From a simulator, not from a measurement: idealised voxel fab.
process module | voxel fin reveal
It is cross-section cut that appears here, measuring 285 nm in width, its square cells being 5 nm in size.
Cross-section layout: square cells on a grid; listed as bands, top to bottom; a band spans one or more cell rows.
Band entry format. Leading values: height of top, height of bottom, nm. Remainder: materials in left-to-right order, each with its width in nm. Special words: "full width" on a single material, which then fills the band edge to edge; "blank", empty space.
Ref level 0: as-received wafer is one material below here. Bottom band extends down with no lower bound ("0..down").
Think of "30->40" as a width that walks from the first number to the second as you go down the band, top row to bottom row, taking equal-sized steps from row to row.
No cell of the cross-section changed in a step that is given as "left unchanged".
The list in "Catalogued sealed voids" covers empty spaces of 8 cells or more that cannot reach the top through any open way, and it gives each as width x height at distance; the distance is from the left edge, and width, height and distance are in nm.
Step line, after settings: the simulator's comment on this step.
overlay nm: on a step with a mask, how far right of its planned place the mask lay; negative means left.

## Here's what the planned process steps look like
step 1: RECEIVE, material Si
step 2: CONFORMAL_DEP, material SiN, thk nm 10
step 3: MASKED_ETCH, tone cover, mask id FINS, width nm 15, pitch nm 35, etch materials SiN, depth nm 10, overlay nm 0
step 4: MASKED_ETCH, tone cover, mask id FINS, width nm 15, pitch nm 35, etch materials Si, depth nm 30, overlay nm 0
step 5: OXIDIZE, depth nm 5
step 6: FILL_DEP, material SiO2, thk nm 15
step 7: CMP, height nm 10
step 8: SELECTIVE_ETCH, etch materials SiO2, depth nm 30
step 9: STRIP, etch materials SiN

## Incoming wafer in cross-section (state: after step 1)
  0..down: Si full width
  Catalogued sealed voids: none

## Wafer at module end, in section. Began as above, planned as above, run with one mistake
  0..-5: 110 of Si | 25 of blank | 10 of Si | 25 of blank | 115 of Si
  -5..down: Si full width
  Catalogued sealed voids: none
Processing error: off-plan run, step 3, actual operation and settings MASKED_ETCH, tone open, mask id FINS, width nm 15, pitch nm 35, etch materials SiN, depth nm 10, overlay nm 0
